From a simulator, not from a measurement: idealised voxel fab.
process module | voxel lift off
cross-section cut | 195 nm wide | cells 5 nm
A cross-section is a grid of square cells, given in bands from the top down. A band is one or more rows of cells.
Each band's line starts with the height of the band's top and of its bottom, in nm. Then come its materials from left to right, each with its width in nm. One material with "throughout" fills the band from edge to edge. "air" is empty space.
Height 0 is the level under which the wafer as received is all one material. The lowest band goes on downwards, as in "0 down".
A width such as "30 to 40" changes by the same amount from each row of cells to the next, from the band's top row to its bottom row.
"no change" after a step means that no cell of the cross-section changed.
closed voids: empty space of 8 cells or more with no open way to the top, each as width x height at its distance from the left edge, in nm
after a step's settings: what the simulator itself notes on the step
overlay nm, on a step with a mask: how far to the right of its planned place the mask lay; to the left if negative
plan
1 op RECEIVE | material Si
2 op CONFORMAL_DEP | material SiO2 | thk nm 10
3 op PATTERN | tone open | mask id LINES | material resist | width nm 20 | pitch nm 40 | thk nm 25 | overlay nm 0
4 op DIRECTIONAL_DEP | material Ru | thk nm 15
5 op STRIP | etch materials resist
6 op CONFORMAL_DEP | material SiO2 | thk nm 10
first wafer, as planned
as received, after step 1
  0 down: Si throughout
  closed voids: none
after step 2
  10 to 0: SiO2 throughout
  below 0: unchanged
after step 3
  35 to 10: resist 65 | air 20 | resist 20 | air 20 | resist 70
  below 10: unchanged
after step 4
  50 to 35: Ru 65 | air 20 | Ru 20 | air 20 | Ru 70
  35 to 25: resist 65 | air 20 | resist 20 | air 20 | resist 70
  25 to 10: resist 65 | Ru 20 | resist 20 | Ru 20 | resist 70
  below 10: unchanged
after step 5
  25 to 10: air 65 | Ru 20 | air 20 | Ru 20 | air 70
  below 10: unchanged
after step 6
  35 to 25: air 55 | SiO2 80 | air 60
  25 to 20: air 55 | SiO2 10 | Ru 20 | SiO2 20 | Ru 20 | SiO2 10 | air 60
  20 to 10: SiO2 65 | Ru 20 | SiO2 20 | Ru 20 | SiO2 70
  below 10: unchanged
second wafer: like start, like plan, one mistake. Through step 3 it matches the first wafer
when step 4 should have ended
  40 to 35: Ru 65 | air 20 | Ru 20 | air 20 | Ru 70
  35 to 15: resist 65 | air 20 | resist 20 | air 20 | resist 70
  15 to 10: resist 65 | Ru 20 | resist 20 | Ru 20 | resist 70
  below 10: unchanged
when step 5 should have ended
  15 to 10: air 65 | Ru 20 | air 20 | Ru 20 | air 70
  below 10: unchanged
when step 6 should have ended
  25 to 20: air 55 | SiO2 80 | air 60
  20 to 15: SiO2 throughout
  15 to 10: SiO2 65 | Ru 20 | SiO2 20 | Ru 20 | SiO2 70
  below 10: unchanged
what went wrong: step 4 ran as: op DIRECTIONAL_DEP | material Ru | thk nm 5
at the end the second wafer has, in cells: 16 fewer of Ru | 16 fewer of SiO2
